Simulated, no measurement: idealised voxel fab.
process module | voxel spacer lines
cross-section cut | 175 nm wide | cells 5 nm
A cross-section is a grid of square cells, given in bands from the top down. A band is one or more rows of cells.
Each band's line starts with the height of the band's top and of its bottom, in nm. Then come its materials from left to right, each with its width in nm. One material with "throughout" fills the band from edge to edge. "air" is empty space.
Height 0 is the level under which the wafer as received is all one material. The lowest band goes on downwards, as in "0 down".
A width such as "30 to 40" changes by the same amount from each row of cells to the next, from the band's top row to its bottom row.
"no change" after a step means that no cell of the cross-section changed.
closed voids: empty space of 8 cells or more with no open way to the top, each as width x height at its distance from the left edge, in nm
after a step's settings: what the simulator itself notes on the step
overlay nm, on a step with a mask: how far to the right of its planned place the mask lay; to the left if negative
plan
1 op RECEIVE | material Si
2 op CONFORMAL_DEP | material Al2O3 | thk nm 10
3 op DIRECTIONAL_DEP | material TiN | thk nm 10
4 op DIRECTIONAL_DEP | material aC | thk nm 30
5 op PATTERN | tone cover | mask id MANDREL | material resist | width nm 20 | pitch nm 60 | thk nm 40 | overlay nm 0
6 op DIRECTIONAL_ETCH | etch materials aC | depth nm 30
7 op STRIP | etch materials resist
8 op CONFORMAL_DEP | material SiN | thk nm 10
9 op DIRECTIONAL_ETCH | etch materials SiN | depth nm 10
10 op STRIP | etch materials aC
11 op DIRECTIONAL_ETCH | etch materials TiN | depth nm 10
12 op STRIP | etch materials SiN
as received, after step 1
  0 down: Si throughout
  closed voids: none
first wafer at the end, as planned
  20 to 10: air 35 | TiN 10 | air 20 | TiN 10 | air 20 | TiN 10 | air 20 | TiN 10 | air 40
  10 to 0: Al2O3 throughout
  0 down: Si throughout
  closed voids: none
second wafer at the end: like start, like plan, one mistake
  40 to 10: aC throughout
  10 to 0: Al2O3 throughout
  0 down: Si throughout
  closed voids: none
what went wrong: steps 3 and 4 were swapped
at the end the second wafer has, in cells: 16 fewer of TiN | 210 more of aC
